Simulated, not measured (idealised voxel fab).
Module name: voxel wiring stack (process module)
Cross-section cut spans 215 nm and uses square cells 5 nm in size.
We lay out every cross-section as a grid of square cells and spell it out in bands from the top down, where one band means one or more rows of cells. A band entry consists of two parts. The first gives the height of the band's top and the height of its bottom, in nm. The rest lists the band's materials from left to right, each with its width in nm. A single material labelled with the word "all across" fills the band from edge to edge, and the word "air" marks empty space. The level at which height equals 0 is the one under which the wafer, as it arrives, is entirely one material. No lower edge exists for the bottom band, which continues downward and is notated as in "0 -> down". Top row gets the first number, bottom row gets the second, and each row in between changes by the same step: that is how a band width like "30 to 40" works. When a step is marked "everything unchanged", none of the cells in the cross-section changed during that step. Basically, "Completely sealed voids" tells you about the enclosed voids: empty spaces with no open way to the top, 8 cells or bigger, each written width x height at distance, where distance is from the left edge, all in nm. The remark found on a step's line after its settings is issued by the simulator itself and pertains to that step. The optional step-line setting "overlay nm" applies to steps with a mask and quantifies how far to the right of its planned location the mask lay, a negative value indicating leftward placement.

## This section lists the process steps that were planned
1,RECEIVE,material Si
2,CONFORMAL_DEP,material SiO2,thk nm 15
3,CONFORMAL_DEP,material SiCN,thk nm 5
4,DIRECTIONAL_DEP,material SiO2,thk nm 25
5,PATTERN,tone open,mask id METAL_1,material resist,width nm 20,pitch nm 45,thk nm 15,overlay nm 0
6,DIRECTIONAL_ETCH,etch materials SiO2,depth nm 25
7,DIRECTIONAL_ETCH,etch materials SiCN,depth nm 5
8,STRIP,etch materials resist
9,CONFORMAL_DEP,material TiN,thk nm 5
10,FILL_DEP,material W,thk nm 10
11,CMP,height nm 45
12,CONFORMAL_DEP,material SiCN,thk nm 5
13,DIRECTIONAL_DEP,material lowk,thk nm 10
14,PATTERN,tone open,mask id PLUG_1,material resist,width nm 15,pitch nm 90,thk nm 20,overlay nm 0
15,DIRECTIONAL_ETCH,etch materials lowk,depth nm 10
16,DIRECTIONAL_ETCH,etch materials SiCN,depth nm 5
17,STRIP,etch materials resist
18,CONFORMAL_DEP,material TiN,thk nm 5
19,FILL_DEP,material Cu,thk nm 5
20,CMP,height nm 60
21,CONFORMAL_DEP,material SiCN,thk nm 5
22,DIRECTIONAL_DEP,material lowk,thk nm 20
23,DIRECTIONAL_DEP,material aC,thk nm 15
24,PATTERN,tone open,mask id METAL_2,material resist,width nm 20,pitch nm 45,thk nm 30,overlay nm 0
25,DIRECTIONAL_ETCH,etch materials aC,depth nm 15
26,STRIP,etch materials resist
27,DIRECTIONAL_ETCH,etch materials lowk,depth nm 20
28,DIRECTIONAL_ETCH,etch materials SiCN,depth nm 5
29,STRIP,etch materials aC
30,CONFORMAL_DEP,material TiN,thk nm 5
31,FILL_DEP,material Ru,thk nm 10
32,CMP,height nm 85
33,CONFORMAL_DEP,material SiCN,thk nm 5
34,DIRECTIONAL_DEP,material SiO2,thk nm 30
35,PATTERN,tone open,mask id METAL_3,material resist,width nm 20,pitch nm 45,thk nm 20,overlay nm 0
36,DIRECTIONAL_ETCH,etch materials SiO2,depth nm 20
37,STRIP,etch materials resist
38,MASKED_ETCH,tone open,mask id METAL_3_HOLES,width nm 15,pitch nm 90,etch materials SiO2,depth nm 10,overlay nm 0
39,MASKED_ETCH,tone open,mask id METAL_3_HOLES,width nm 15,pitch nm 90,etch materials SiCN,depth nm 5,overlay nm 0
40,CONFORMAL_DEP,material TiN,thk nm 5
41,FILL_DEP,material Cu,thk nm 5
42,CMP,height nm 120
43,CONFORMAL_DEP,material SiCN,thk nm 5

## As-received state of the wafer in cross-section, equivalent to post-step 1
- 0 -> down | Si all across
- Completely sealed voids: none

## First of two wafers, end-of-module section, run followed plan
- 125 -> 120 | SiCN all across
- 120 -> 105 | SiO2 50 nm; TiN 5 nm; Cu 10 nm; TiN 5 nm; SiO2 25 nm; TiN 5 nm; Cu 10 nm; TiN 5 nm; SiO2 25 nm; TiN 5 nm; Cu 10 nm; TiN 5 nm; SiO2 55 nm
- 105 -> 100 | SiO2 50 nm; TiN 5 nm; Cu 5 nm; TiN 10 nm; SiO2 25 nm; TiN 20 nm; SiO2 25 nm; TiN 5 nm; Cu 5 nm; TiN 10 nm; SiO2 55 nm
- 100 -> 90 | SiO2 50 nm; TiN 5 nm; Cu 5 nm; TiN 5 nm; SiO2 75 nm; TiN 5 nm; Cu 5 nm; TiN 5 nm; SiO2 60 nm
- 90 -> 85 | SiCN 50 nm; TiN 15 nm; SiCN 75 nm; TiN 15 nm; SiCN 60 nm
- 85 -> 65 | lowk 50 nm; TiN 5 nm; Ru 10 nm; TiN 5 nm; lowk 25 nm; TiN 5 nm; Ru 10 nm; TiN 5 nm; lowk 25 nm; TiN 5 nm; Ru 10 nm; TiN 5 nm; lowk 55 nm
- 65 -> 60 | SiCN 50 nm; TiN 20 nm; SiCN 25 nm; TiN 20 nm; SiCN 25 nm; TiN 20 nm; SiCN 55 nm
- 60 -> 50 | lowk 50 nm; TiN 5 nm; Cu 5 nm; TiN 5 nm; lowk 75 nm; TiN 5 nm; Cu 5 nm; TiN 5 nm; lowk 60 nm
- 50 -> 45 | SiCN 50 nm; TiN 15 nm; SiCN 75 nm; TiN 15 nm; SiCN 60 nm
- 45 -> 20 | SiO2 50 nm; TiN 5 nm; W 10 nm; TiN 5 nm; SiO2 25 nm; TiN 5 nm; W 10 nm; TiN 5 nm; SiO2 25 nm; TiN 5 nm; W 10 nm; TiN 5 nm; SiO2 55 nm
- 20 -> 15 | SiCN 50 nm; TiN 20 nm; SiCN 25 nm; TiN 20 nm; SiCN 25 nm; TiN 20 nm; SiCN 55 nm
- 15 -> 0 | SiO2 all across
- 0 -> down | Si all across
- Completely sealed voids: none

## Same start, same plan as the first wafer - but one mistake in the run. Cross-section of the second of the two at the end of the module
- 125 -> 120 | SiCN all across
- 120 -> 110 | SiO2 45 nm; TiN 5 to 10 nm; Cu 15 to 10 nm; TiN 5 nm; SiO2 25 nm; TiN 5 nm; Cu 10 nm; TiN 5 nm; SiO2 20 nm; TiN 5 to 10 nm; Cu 15 to 10 nm; TiN 5 nm; SiO2 55 nm
- 110 -> 105 | SiO2 50 nm; TiN 5 nm; Cu 10 nm; TiN 5 nm; SiO2 25 nm; TiN 5 nm; Cu 10 nm; TiN 5 nm; SiO2 25 nm; TiN 5 nm; Cu 10 nm; TiN 5 nm; SiO2 55 nm
- 105 -> 100 | SiO2 50 nm; TiN 20 nm; SiO2 25 nm; TiN 20 nm; SiO2 25 nm; TiN 20 nm; SiO2 55 nm
- 100 -> 90 | SiO2 50 nm; TiN 10 nm; SiO2 80 nm; TiN 10 nm; SiO2 65 nm
- 90 -> 85 | SiCN 50 nm; TiN 10 nm; SiCN 80 nm; TiN 10 nm; SiCN 65 nm
- 85 -> 65 | lowk 50 nm; TiN 5 nm; Ru 10 nm; TiN 5 nm; lowk 25 nm; TiN 5 nm; Ru 10 nm; TiN 5 nm; lowk 25 nm; TiN 5 nm; Ru 10 nm; TiN 5 nm; lowk 55 nm
- 65 -> 60 | SiCN 50 nm; TiN 20 nm; SiCN 25 nm; TiN 20 nm; SiCN 25 nm; TiN 20 nm; SiCN 55 nm
- 60 -> 50 | lowk 50 nm; TiN 5 nm; Cu 5 nm; TiN 5 nm; lowk 75 nm; TiN 5 nm; Cu 5 nm; TiN 5 nm; lowk 60 nm
- 50 -> 45 | SiCN 50 nm; TiN 15 nm; SiCN 75 nm; TiN 15 nm; SiCN 60 nm
- 45 -> 20 | SiO2 50 nm; TiN 5 nm; W 10 nm; TiN 5 nm; SiO2 25 nm; TiN 5 nm; W 10 nm; TiN 5 nm; SiO2 25 nm; TiN 5 nm; W 10 nm; TiN 5 nm; SiO2 55 nm
- 20 -> 15 | SiCN 50 nm; TiN 20 nm; SiCN 25 nm; TiN 20 nm; SiCN 25 nm; TiN 20 nm; SiCN 55 nm
- 15 -> 0 | SiO2 all across
- 0 -> down | Si all across
- Completely sealed voids: none
Heads up, the wafer didn't run the way we planned it: for step 38, the planned setting was not used; the step was instead run as MASKED_ETCH,tone open,mask id METAL_3_HOLES,width nm 15,pitch nm 90,etch materials SiO2,depth nm 10,overlay nm -5
Per the end-of-run cell counts, the second wafer holds more or fewer of some materials than the first: Cu: 4 fewer | SiCN: 2 more | TiN: 2 more
